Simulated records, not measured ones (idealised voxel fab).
voxel self aligned vias: a process module
260 nm wide, 5 nm square cells: that's cross-section cut.
In what follows, cross-sections appear as grids of square cells, described through bands that run from the top down, where every band is one or more rows of cells.
Basically the band line says how high the top is and how high the bottom is, in nm, and then what's in it from left to right, every material with its width in nm. Empty space shows up as "empty", and if a single material carries "all across" it runs the full band edge to edge.
Note: height 0 marks the level under which the wafer is uniformly one material as received. Lowest band unbounded below, written "0 -> down".
With a width like "30..40", each row of cells in the band differs from the next by the same amount, the top row carrying the first number and the bottom row the second.
A step reported as "no modification" is a step in which no cell of the cross-section changed.
Each empty space that has no open way to the top and spans at least 8 cells appears under "Encapsulated voids" as width x height at distance, the distance counted from the left edge, all in nm.
On a step's line, text after the settings is the simulator commenting on that step.
overlay nm: how far to the right of its planned place the mask lay on this masked step (negative: to the left).

Process steps foreseen in the plan:
- 1: op RECEIVE | material Si
- 2: op CONFORMAL_DEP | material SiO2 | thk nm 10
- 3: op CONFORMAL_DEP | material SiCN | thk nm 5
- 4: op DIRECTIONAL_DEP | material lowk | thk nm 30
- 5: op MASKED_ETCH | tone open | mask id LINES | width nm 25 | pitch nm 60 | etch materials lowk | depth nm 30 | overlay nm 0
- 6: op CONFORMAL_DEP | material TiN | thk nm 5
- 7: op FILL_DEP | material Ru | thk nm 10
- 8: op CMP | height nm 45
- 9: op SELECTIVE_ETCH | etch materials W Ru TiN | depth nm 5
- 10: op FILL_DEP | material SiN | thk nm 5
- 11: op CMP | height nm 45
- 12: op DIRECTIONAL_DEP | material lowk | thk nm 15
- 13: op PATTERN | tone open | mask id VIAS | material resist | width nm 35 | pitch nm 60 | thk nm 15 | overlay nm 0
- 14: op DIRECTIONAL_ETCH | etch materials lowk | depth nm 15
- 15: op DIRECTIONAL_ETCH | etch materials SiN | depth nm 5
- 16: op STRIP | etch materials resist
- 17: op CONFORMAL_DEP | material TiN | thk nm 5
- 18: op FILL_DEP | material Cu | thk nm 10
- 19: op CMP | height nm 60
- 20: op CONFORMAL_DEP | material SiCN | thk nm 5

First out of two wafers; run went to plan:

Cross-section, incoming material, after step 1:
0 -> down = Si all across
Encapsulated voids: none

Presented here is a cross-section of the wafer after step 2 has been performed:
10 -> 0 = SiO2 all across
Nothing below the height 0 has changed.

Presented here is a cross-section of the wafer after step 3 has been performed:
15 -> 10 = SiCN all across
Nothing below the height 10 has changed.

Presented here is a cross-section of the wafer after step 4 has been performed:
45 -> 15 = lowk all across
Nothing below the height 15 has changed.

Presented here is a cross-section of the wafer after step 5 has been performed:
45 -> 15 = lowk: 55 | empty: 25 | lowk: 35 | empty: 25 | lowk: 35 | empty: 25 | lowk: 60
Nothing below the height 15 has changed.

Presented here is a cross-section of the wafer after step 6 has been performed:
50 -> 45 = TiN: 60 | empty: 15 | TiN: 45 | empty: 15 | TiN: 45 | empty: 15 | TiN: 65
45 -> 20 = lowk: 55 | TiN: 5 | empty: 15 | TiN: 5 | lowk: 35 | TiN: 5 | empty: 15 | TiN: 5 | lowk: 35 | TiN: 5 | empty: 15 | TiN: 5 | lowk: 60
20 -> 15 = lowk: 55 | TiN: 25 | lowk: 35 | TiN: 25 | lowk: 35 | TiN: 25 | lowk: 60
Nothing below the height 15 has changed.

Presented here is a cross-section of the wafer after step 7 has been performed:
60 -> 50 = Ru all across
50 -> 45 = TiN: 60 | Ru: 15 | TiN: 45 | Ru: 15 | TiN: 45 | Ru: 15 | TiN: 65
45 -> 20 = lowk: 55 | TiN: 5 | Ru: 15 | TiN: 5 | lowk: 35 | TiN: 5 | Ru: 15 | TiN: 5 | lowk: 35 | TiN: 5 | Ru: 15 | TiN: 5 | lowk: 60
Nothing below the height 20 has changed.

Presented here is a cross-section of the wafer after step 8 has been performed:
45 -> 20 = lowk: 55 | TiN: 5 | Ru: 15 | TiN: 5 | lowk: 35 | TiN: 5 | Ru: 15 | TiN: 5 | lowk: 35 | TiN: 5 | Ru: 15 | TiN: 5 | lowk: 60
Nothing below the height 20 has changed.

Presented here is a cross-section of the wafer after step 9 has been performed:
45 -> 40 = lowk: 55 | empty: 25 | lowk: 35 | empty: 25 | lowk: 35 | empty: 25 | lowk: 60
Nothing below the height 40 has changed.

Presented here is a cross-section of the wafer after step 10 has been performed:
50 -> 45 = SiN all across
45 -> 40 = lowk: 55 | SiN: 25 | lowk: 35 | SiN: 25 | lowk: 35 | SiN: 25 | lowk: 60
Nothing below the height 40 has changed.

Presented here is a cross-section of the wafer after step 11 has been performed:
45 -> 40 = lowk: 55 | SiN: 25 | lowk: 35 | SiN: 25 | lowk: 35 | SiN: 25 | lowk: 60
Nothing below the height 40 has changed.

Presented here is a cross-section of the wafer after step 12 has been performed:
60 -> 45 = lowk all across
Nothing below the height 45 has changed.

Presented here is a cross-section of the wafer after step 13 has been performed:
75 -> 60 = resist: 50 | empty: 35 | resist: 25 | empty: 35 | resist: 25 | empty: 35 | resist: 55
Nothing below the height 60 has changed.

Presented here is a cross-section of the wafer after step 14 has been performed:
75 -> 60 = resist: 50 | empty: 35 | resist: 25 | empty: 35 | resist: 25 | empty: 35 | resist: 55
60 -> 45 = lowk: 50 | empty: 35 | lowk: 25 | empty: 35 | lowk: 25 | empty: 35 | lowk: 55
Nothing below the height 45 has changed.

Presented here is a cross-section of the wafer after step 15 has been performed:
75 -> 60 = resist: 50 | empty: 35 | resist: 25 | empty: 35 | resist: 25 | empty: 35 | resist: 55
60 -> 45 = lowk: 50 | empty: 35 | lowk: 25 | empty: 35 | lowk: 25 | empty: 35 | lowk: 55
45 -> 40 = lowk: 55 | empty: 25 | lowk: 35 | empty: 25 | lowk: 35 | empty: 25 | lowk: 60
Nothing below the height 40 has changed.

Presented here is a cross-section of the wafer after step 16 has been performed:
60 -> 45 = lowk: 50 | empty: 35 | lowk: 25 | empty: 35 | lowk: 25 | empty: 35 | lowk: 55
Nothing below the height 45 has changed.

Presented here is a cross-section of the wafer after step 17 has been performed:
65 -> 60 = TiN: 55 | empty: 25 | TiN: 35 | empty: 25 | TiN: 35 | empty: 25 | TiN: 60
60 -> 50 = lowk: 50 | TiN: 5 | empty: 25 | TiN: 5 | lowk: 25 | TiN: 5 | empty: 25 | TiN: 5 | lowk: 25 | TiN: 5 | empty: 25 | TiN: 5 | lowk: 55
50 -> 45 = lowk: 50 | TiN: 10 | empty: 15 | TiN: 10 | lowk: 25 | TiN: 10 | empty: 15 | TiN: 10 | lowk: 25 | TiN: 10 | empty: 15 | TiN: 10 | lowk: 55
45 -> 40 = lowk: 55 | TiN: 25 | lowk: 35 | TiN: 25 | lowk: 35 | TiN: 25 | lowk: 60
Nothing below the height 40 has changed.

Presented here is a cross-section of the wafer after step 18 has been performed:
75 -> 65 = Cu all across
65 -> 60 = TiN: 55 | Cu: 25 | TiN: 35 | Cu: 25 | TiN: 35 | Cu: 25 | TiN: 60
60 -> 50 = lowk: 50 | TiN: 5 | Cu: 25 | TiN: 5 | lowk: 25 | TiN: 5 | Cu: 25 | TiN: 5 | lowk: 25 | TiN: 5 | Cu: 25 | TiN: 5 | lowk: 55
50 -> 45 = lowk: 50 | TiN: 10 | Cu: 15 | TiN: 10 | lowk: 25 | TiN: 10 | Cu: 15 | TiN: 10 | lowk: 25 | TiN: 10 | Cu: 15 | TiN: 10 | lowk: 55
Nothing below the height 45 has changed.

Presented here is a cross-section of the wafer after step 19 has been performed:
60 -> 50 = lowk: 50 | TiN: 5 | Cu: 25 | TiN: 5 | lowk: 25 | TiN: 5 | Cu: 25 | TiN: 5 | lowk: 25 | TiN: 5 | Cu: 25 | TiN: 5 | lowk: 55
Nothing below the height 50 has changed.

Presented here is a cross-section of the wafer after step 20 has been performed:
65 -> 60 = SiCN all across
Nothing below the height 60 has changed.

For the second wafer, take the first wafer's start and plan, then add one mistake made in running it; everything through step 12, that step included, is shared with the first:

Second wafer shown in cross-section at the time step 13 was slated to end:
75 -> 60 = empty: 50 | resist: 35 | empty: 25 | resist: 35 | empty: 25 | resist: 35 | empty: 55
Nothing below the height 60 has changed.

Second wafer shown in cross-section at the time step 14 was slated to end:
75 -> 60 = empty: 50 | resist: 35 | empty: 25 | resist: 35 | empty: 25 | resist: 35 | empty: 55
60 -> 45 = empty: 50 | lowk: 35 | empty: 25 | lowk: 35 | empty: 25 | lowk: 35 | empty: 55
Nothing below the height 45 has changed.

Second wafer shown in cross-section at the time step 15 was slated to end: no modification

Second wafer shown in cross-section at the time step 16 was slated to end:
60 -> 45 = empty: 50 | lowk: 35 | empty: 25 | lowk: 35 | empty: 25 | lowk: 35 | empty: 55
Nothing below the height 45 has changed.

Second wafer shown in cross-section at the time step 17 was slated to end:
65 -> 60 = empty: 45 | TiN: 45 | empty: 15 | TiN: 45 | empty: 15 | TiN: 45 | empty: 50
60 -> 50 = empty: 45 | TiN: 5 | lowk: 35 | TiN: 5 | empty: 15 | TiN: 5 | lowk: 35 | TiN: 5 | empty: 15 | TiN: 5 | lowk: 35 | TiN: 5 | empty: 50
50 -> 45 = TiN: 50 | lowk: 35 | TiN: 25 | lowk: 35 | TiN: 25 | lowk: 35 | TiN: 55
Nothing below the height 45 has changed.

Second wafer shown in cross-section at the time step 18 was slated to end:
75 -> 65 = Cu all across
65 -> 60 = Cu: 45 | TiN: 45 | Cu: 15 | TiN: 45 | Cu: 15 | TiN: 45 | Cu: 50
60 -> 50 = Cu: 45 | TiN: 5 | lowk: 35 | TiN: 5 | Cu: 15 | TiN: 5 | lowk: 35 | TiN: 5 | Cu: 15 | TiN: 5 | lowk: 35 | TiN: 5 | Cu: 50
Nothing below the height 50 has changed.

Second wafer shown in cross-section at the time step 19 was slated to end:
60 -> 50 = Cu: 45 | TiN: 5 | lowk: 35 | TiN: 5 | Cu: 15 | TiN: 5 | lowk: 35 | TiN: 5 | Cu: 15 | TiN: 5 | lowk: 35 | TiN: 5 | Cu: 50
Nothing below the height 50 has changed.

Second wafer shown in cross-section at the time step 20 was slated to end:
65 -> 60 = SiCN all across
Nothing below the height 60 has changed.
Deviation from plan: step 13 was processed under conditions differing from the plan, specifically as op PATTERN | tone cover | mask id VIAS | material resist | width nm 35 | pitch nm 60 | thk nm 15 | overlay nm 0
The closing comparison, in cells, has the second wafer with more or fewer of some materials than the first: +11 Cu | +15 SiN | +4 TiN | -30 lowk
